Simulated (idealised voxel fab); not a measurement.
Process module under the name voxel self aligned vias
Displayed cross-section: cut, width of 255 nm, square cells sized 5 nm.
We lay out every cross-section as a grid of square cells and spell it out in bands from the top down, where one band means one or more rows of cells. For a band, the entry starts with two heights in nm, that of the top and then that of the bottom, and carries on with the band's materials in order from left to right, each alongside its width in nm; the word "everywhere" beside a single material means it fills the band edge to edge, and "air" means empty space. Height reference: 0 = level under which incoming wafer is all one material. Lowest band: no bottom, runs on downward, e.g. "z 0 and below". The notation "30->40" denotes a width that varies across the rows of cells in the band, beginning at the first number in the top row, finishing at the second number in the bottom row, and changing by an identical amount from each row to the next. When a step is marked "nothing different", none of the cells in the cross-section changed during that step. The label "Sealed-off cavities" introduces a list of the empty spaces, 8 cells or larger, that have no open way up to the top; each entry in it reads width x height at distance, where the distance is taken from the left edge and all three are stated in nm. It should be noted that, on the line of a given step, the content following the step's settings is a remark produced by the simulator itself with respect to that step. overlay nm: mask right of planned place by this much (step with mask). Neg. = left.
This section lists the process steps that were planned
step 1: RECEIVE [material Si]
step 2: CONFORMAL_DEP [material SiO2] [thk nm 15]
step 3: CONFORMAL_DEP [material SiCN] [thk nm 5]
step 4: DIRECTIONAL_DEP [material SiO2] [thk nm 25]
step 5: PATTERN [tone open] [mask id LINES] [material resist] [width nm 30] [pitch nm 70] [thk nm 20] [overlay nm 0]
step 6: DIRECTIONAL_ETCH [etch materials SiO2] [depth nm 25]
step 7: STRIP [etch materials resist]
step 8: CONFORMAL_DEP [material TiN] [thk nm 5]
step 9: FILL_DEP [material W] [thk nm 5]
step 10: CMP [height nm 45]
step 11: SELECTIVE_ETCH [etch materials W Ru TiN] [depth nm 5]
step 12: FILL_DEP [material SiN] [thk nm 5]
step 13: CMP [height nm 45]
step 14: DIRECTIONAL_DEP [material SiO2] [thk nm 20]
step 15: PATTERN [tone open] [mask id VIAS] [material resist] [width nm 40] [pitch nm 70] [thk nm 20] [overlay nm 0]
step 16: DIRECTIONAL_ETCH [etch materials SiO2] [depth nm 20]
step 17: DIRECTIONAL_ETCH [etch materials SiN] [depth nm 5]
step 18: STRIP [etch materials resist]
step 19: CONFORMAL_DEP [material TiN] [thk nm 5]
step 20: FILL_DEP [material W] [thk nm 5]
step 21: CMP [height nm 65]
step 22: CONFORMAL_DEP [material SiN] [thk nm 5]
The first of a set of two wafers, run to plan
Step 1 complete: cross-section of the wafer as received
* z 0 and below = Si everywhere
* Sealed-off cavities: none
Once step 2 is through, the wafer looks like this in cross-section
* z 15 to 0 = SiO2 everywhere
* Whatever lies below 0 is exactly as it was before.
Once step 3 is through, the wafer looks like this in cross-section
* z 20 to 15 = SiCN everywhere
* Whatever lies below 15 is exactly as it was before.
Once step 4 is through, the wafer looks like this in cross-section
* z 45 to 20 = SiO2 everywhere
* Whatever lies below 20 is exactly as it was before.
Once step 5 is through, the wafer looks like this in cross-section
* z 65 to 45 = resist (75), then air (30), then resist (40), then air (30), then resist (80)
* Whatever lies below 45 is exactly as it was before.
Once step 6 is through, the wafer looks like this in cross-section
* z 65 to 45 = resist (75), then air (30), then resist (40), then air (30), then resist (80)
* z 45 to 20 = SiO2 (75), then air (30), then SiO2 (40), then air (30), then SiO2 (80)
* Whatever lies below 20 is exactly as it was before.
Once step 7 is through, the wafer looks like this in cross-section
* z 45 to 20 = SiO2 (75), then air (30), then SiO2 (40), then air (30), then SiO2 (80)
* Whatever lies below 20 is exactly as it was before.
Once step 8 is through, the wafer looks like this in cross-section
* z 50 to 45 = TiN (80), then air (20), then TiN (50), then air (20), then TiN (85)
* z 45 to 25 = SiO2 (75), then TiN (5), then air (20), then TiN (5), then SiO2 (40), then TiN (5), then air (20), then TiN (5), then SiO2 (80)
* z 25 to 20 = SiO2 (75), then TiN (30), then SiO2 (40), then TiN (30), then SiO2 (80)
* Whatever lies below 20 is exactly as it was before.
Once step 9 is through, the wafer looks like this in cross-section
* z 55 to 50 = W everywhere
* z 50 to 45 = TiN (80), then W (20), then TiN (50), then W (20), then TiN (85)
* z 45 to 25 = SiO2 (75), then TiN (5), then W (20), then TiN (5), then SiO2 (40), then TiN (5), then W (20), then TiN (5), then SiO2 (80)
* Whatever lies below 25 is exactly as it was before.
Once step 10 is through, the wafer looks like this in cross-section
* z 45 to 25 = SiO2 (75), then TiN (5), then W (20), then TiN (5), then SiO2 (40), then TiN (5), then W (20), then TiN (5), then SiO2 (80)
* Whatever lies below 25 is exactly as it was before.
Once step 11 is through, the wafer looks like this in cross-section
* z 45 to 40 = SiO2 (75), then air (30), then SiO2 (40), then air (30), then SiO2 (80)
* Whatever lies below 40 is exactly as it was before.
Once step 12 is through, the wafer looks like this in cross-section
* z 50 to 45 = SiN everywhere
* z 45 to 40 = SiO2 (75), then SiN (30), then SiO2 (40), then SiN (30), then SiO2 (80)
* Whatever lies below 40 is exactly as it was before.
Once step 13 is through, the wafer looks like this in cross-section
* z 45 to 40 = SiO2 (75), then SiN (30), then SiO2 (40), then SiN (30), then SiO2 (80)
* Whatever lies below 40 is exactly as it was before.
Once step 14 is through, the wafer looks like this in cross-section
* z 65 to 45 = SiO2 everywhere
* Whatever lies below 45 is exactly as it was before.
Once step 15 is through, the wafer looks like this in cross-section
* z 85 to 65 = resist (70), then air (40), then resist (30), then air (40), then resist (75)
* Whatever lies below 65 is exactly as it was before.
Once step 16 is through, the wafer looks like this in cross-section
* z 85 to 65 = resist (70), then air (40), then resist (30), then air (40), then resist (75)
* z 65 to 45 = SiO2 (70), then air (40), then SiO2 (30), then air (40), then SiO2 (75)
* Whatever lies below 45 is exactly as it was before.
Once step 17 is through, the wafer looks like this in cross-section
* z 85 to 65 = resist (70), then air (40), then resist (30), then air (40), then resist (75)
* z 65 to 45 = SiO2 (70), then air (40), then SiO2 (30), then air (40), then SiO2 (75)
* z 45 to 40 = SiO2 (75), then air (30), then SiO2 (40), then air (30), then SiO2 (80)
* Whatever lies below 40 is exactly as it was before.
Once step 18 is through, the wafer looks like this in cross-section
* z 65 to 45 = SiO2 (70), then air (40), then SiO2 (30), then air (40), then SiO2 (75)
* Whatever lies below 45 is exactly as it was before.
Once step 19 is through, the wafer looks like this in cross-section
* z 70 to 65 = TiN (75), then air (30), then TiN (40), then air (30), then TiN (80)
* z 65 to 50 = SiO2 (70), then TiN (5), then air (30), then TiN (5), then SiO2 (30), then TiN (5), then air (30), then TiN (5), then SiO2 (75)
* z 50 to 45 = SiO2 (70), then TiN (10), then air (20), then TiN (10), then SiO2 (30), then TiN (10), then air (20), then TiN (10), then SiO2 (75)
* z 45 to 40 = SiO2 (75), then TiN (30), then SiO2 (40), then TiN (30), then SiO2 (80)
* Whatever lies below 40 is exactly as it was before.
Once step 20 is through, the wafer looks like this in cross-section
* z 75 to 70 = W everywhere
* z 70 to 65 = TiN (75), then W (30), then TiN (40), then W (30), then TiN (80)
* z 65 to 50 = SiO2 (70), then TiN (5), then W (30), then TiN (5), then SiO2 (30), then TiN (5), then W (30), then TiN (5), then SiO2 (75)
* z 50 to 45 = SiO2 (70), then TiN (10), then W (20), then TiN (10), then SiO2 (30), then TiN (10), then W (20), then TiN (10), then SiO2 (75)
* Whatever lies below 45 is exactly as it was before.
Once step 21 is through, the wafer looks like this in cross-section
* z 65 to 50 = SiO2 (70), then TiN (5), then W (30), then TiN (5), then SiO2 (30), then TiN (5), then W (30), then TiN (5), then SiO2 (75)
* Whatever lies below 50 is exactly as it was before.
Once step 22 is through, the wafer looks like this in cross-section
* z 70 to 65 = SiN everywhere
* Whatever lies below 65 is exactly as it was before.
Okay, second wafer. Nothing different at the start, nothing different in the plan, just one mistake somewhere in the running. As far as step 14, counting that step, it's the first wafer all over again
Cross-section of the second wafer at the time step 15 of the plan should have ended
* z 85 to 65 = resist (65), then air (40), then resist (30), then air (40), then resist (80)
* Whatever lies below 65 is exactly as it was before.
Cross-section of the second wafer at the time step 16 of the plan should have ended
* z 85 to 65 = resist (65), then air (40), then resist (30), then air (40), then resist (80)
* z 65 to 45 = SiO2 (65), then air (40), then SiO2 (30), then air (40), then SiO2 (80)
* Whatever lies below 45 is exactly as it was before.
Cross-section of the second wafer at the time step 17 of the plan should have ended
* z 85 to 65 = resist (65), then air (40), then resist (30), then air (40), then resist (80)
* z 65 to 45 = SiO2 (65), then air (40), then SiO2 (30), then air (40), then SiO2 (80)
* z 45 to 40 = SiO2 (75), then air (30), then SiO2 (40), then air (30), then SiO2 (80)
* Whatever lies below 40 is exactly as it was before.
Cross-section of the second wafer at the time step 18 of the plan should have ended
* z 65 to 45 = SiO2 (65), then air (40), then SiO2 (30), then air (40), then SiO2 (80)
* Whatever lies below 45 is exactly as it was before.
Cross-section of the second wafer at the time step 19 of the plan should have ended
* z 70 to 65 = TiN (70), then air (30), then TiN (40), then air (30), then TiN (85)
* z 65 to 50 = SiO2 (65), then TiN (5), then air (30), then TiN (5), then SiO2 (30), then TiN (5), then air (30), then TiN (5), then SiO2 (80)
* z 50 to 45 = SiO2 (65), then TiN (15), then air (20), then TiN (5), then SiO2 (30), then TiN (15), then air (20), then TiN (5), then SiO2 (80)
* z 45 to 40 = SiO2 (75), then TiN (30), then SiO2 (40), then TiN (30), then SiO2 (80)
* Whatever lies below 40 is exactly as it was before.
Cross-section of the second wafer at the time step 20 of the plan should have ended
* z 75 to 70 = W everywhere
* z 70 to 65 = TiN (70), then W (30), then TiN (40), then W (30), then TiN (85)
* z 65 to 50 = SiO2 (65), then TiN (5), then W (30), then TiN (5), then SiO2 (30), then TiN (5), then W (30), then TiN (5), then SiO2 (80)
* z 50 to 45 = SiO2 (65), then TiN (15), then W (20), then TiN (5), then SiO2 (30), then TiN (15), then W (20), then TiN (5), then SiO2 (80)
* Whatever lies below 45 is exactly as it was before.
Cross-section of the second wafer at the time step 21 of the plan should have ended
* z 65 to 50 = SiO2 (65), then TiN (5), then W (30), then TiN (5), then SiO2 (30), then TiN (5), then W (30), then TiN (5), then SiO2 (80)
* Whatever lies below 50 is exactly as it was before.
Cross-section of the second wafer at the time step 22 of the plan should have ended
* z 70 to 65 = SiN everywhere
* Whatever lies below 65 is exactly as it was before.
It is concluded that the wafer was processed incorrectly with respect to the plan, in that heads up, step 15 didn't go per plan, it actually ran as PATTERN [tone open] [mask id VIAS] [material resist] [width nm 40] [pitch nm 70] [thk nm 20] [overlay nm -5]
End check, second vs first wafer: material counts in cells match, positions do not.
